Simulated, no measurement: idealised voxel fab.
process module | voxel capacitor over wiring
cross-section cut | 165 nm wide | cells 5 nm
A cross-section is a grid of square cells, given in bands from the top down. A band is one or more rows of cells.
Each band's line starts with the height of the band's top and of its bottom, in nm. Then come its materials from left to right, each with its width in nm. One material with "throughout" fills the band from edge to edge. "air" is empty space.
Height 0 is the level under which the wafer as received is all one material. The lowest band goes on downwards, as in "0 down".
A width such as "30 to 40" changes by the same amount from each row of cells to the next, from the band's top row to its bottom row.
"no change" after a step means that no cell of the cross-section changed.
closed voids: empty space of 8 cells or more with no open way to the top, each as width x height at its distance from the left edge, in nm
after a step's settings: what the simulator itself notes on the step
overlay nm, on a step with a mask: how far to the right of its planned place the mask lay; to the left if negative
plan
1 op RECEIVE | material Si
2 op CONFORMAL_DEP | material SiO2 | thk nm 15
3 op DIRECTIONAL_DEP | material TiN | thk nm 5
4 op DIRECTIONAL_DEP | material W | thk nm 15
5 op PATTERN | tone cover | mask id METAL_1 | material resist | width nm 30 | pitch nm 90 | thk nm 20 | overlay nm 0
6 op DIRECTIONAL_ETCH | etch materials W | depth nm 15
7 op DIRECTIONAL_ETCH | etch materials TiN | depth nm 5
8 op STRIP | etch materials resist
9 op CONFORMAL_DEP | material SiN | thk nm 5
10 op FILL_DEP | material lowk | thk nm 5
11 op CMP | height nm 35
12 op CONFORMAL_DEP | material SiCN | thk nm 5
13 op DIRECTIONAL_DEP | material lowk | thk nm 10
14 op PATTERN | tone open | mask id PLUG_1 | material resist | width nm 15 | thk nm 15 | overlay nm 0
15 op DIRECTIONAL_ETCH | etch materials lowk | depth nm 10
16 op DIRECTIONAL_ETCH | etch materials SiCN | depth nm 5
17 op STRIP | etch materials resist
18 op CONFORMAL_DEP | material TiN | thk nm 5
19 op FILL_DEP | material Cu | thk nm 5
20 op CMP | height nm 50
21 op DIRECTIONAL_DEP | material TiN | thk nm 10
22 op DIRECTIONAL_DEP | material SiN | thk nm 5
23 op DIRECTIONAL_DEP | material TiN | thk nm 5
24 op MASKED_ETCH | tone cover | mask id UPPER_PLATE | width nm 65 | etch materials TiN | depth nm 5 | overlay nm 0
25 op MASKED_ETCH | tone cover | mask id UPPER_PLATE | width nm 65 | etch materials SiN | depth nm 5 | overlay nm 0
26 op DIRECTIONAL_DEP | material aC | thk nm 10
27 op PATTERN | tone cover | mask id LOWER_PLATE | material resist | width nm 75 | thk nm 30 | overlay nm 0
28 op DIRECTIONAL_ETCH | etch materials aC | depth nm 10
29 op STRIP | etch materials resist
30 op DIRECTIONAL_ETCH | etch materials TiN | depth nm 10
31 op STRIP | etch materials aC
32 op FILL_DEP | material SiO2 | thk nm 20
33 op CMP | height nm 85
34 op DIRECTIONAL_DEP | material aC | thk nm 10
35 op PATTERN | tone open | mask id PLUG_2 | material resist | width nm 15 | thk nm 25 | overlay nm -15
36 op DIRECTIONAL_ETCH | etch materials aC | depth nm 10
37 op STRIP | etch materials resist
38 op DIRECTIONAL_ETCH | etch materials SiO2 | depth nm 15
39 op STRIP | etch materials aC
40 op CONFORMAL_DEP | material TiN | thk nm 5
41 op FILL_DEP | material Cu | thk nm 10
42 op CMP | height nm 85
43 op CONFORMAL_DEP | material SiN | thk nm 5
varied across the wafers: overlay nm of step 35. The plan shows the first wafer's value. All wafers start alike
first wafer as received, after step 1
  0 down: Si throughout
  closed voids: none
each wafer at the end: cells of each material gained (+) or lost (-) since it was received, then its closed voids
overlay nm -15 | +4 Cu | +30 SiCN | +79 SiN | +265 SiO2 | +69 TiN | +36 W | +111 lowk | closed voids: none
overlay nm -10 | +4 Cu | +30 SiCN | +79 SiN | +265 SiO2 | +69 TiN | +36 W | +111 lowk | closed voids: none
overlay nm -5 | +4 Cu | +30 SiCN | +79 SiN | +265 SiO2 | +69 TiN | +36 W | +111 lowk | closed voids: none
overlay nm 0 | +4 Cu | +30 SiCN | +79 SiN | +265 SiO2 | +69 TiN | +36 W | +111 lowk | closed voids: none
overlay nm 5 | +4 Cu | +30 SiCN | +79 SiN | +265 SiO2 | +69 TiN | +36 W | +111 lowk | closed voids: none
overlay nm 10 | +4 Cu | +30 SiCN | +79 SiN | +265 SiO2 | +69 TiN | +36 W | +111 lowk | closed voids: none
overlay nm 15 | +4 Cu | +30 SiCN | +79 SiN | +265 SiO2 | +69 TiN | +36 W | +111 lowk | closed voids: none
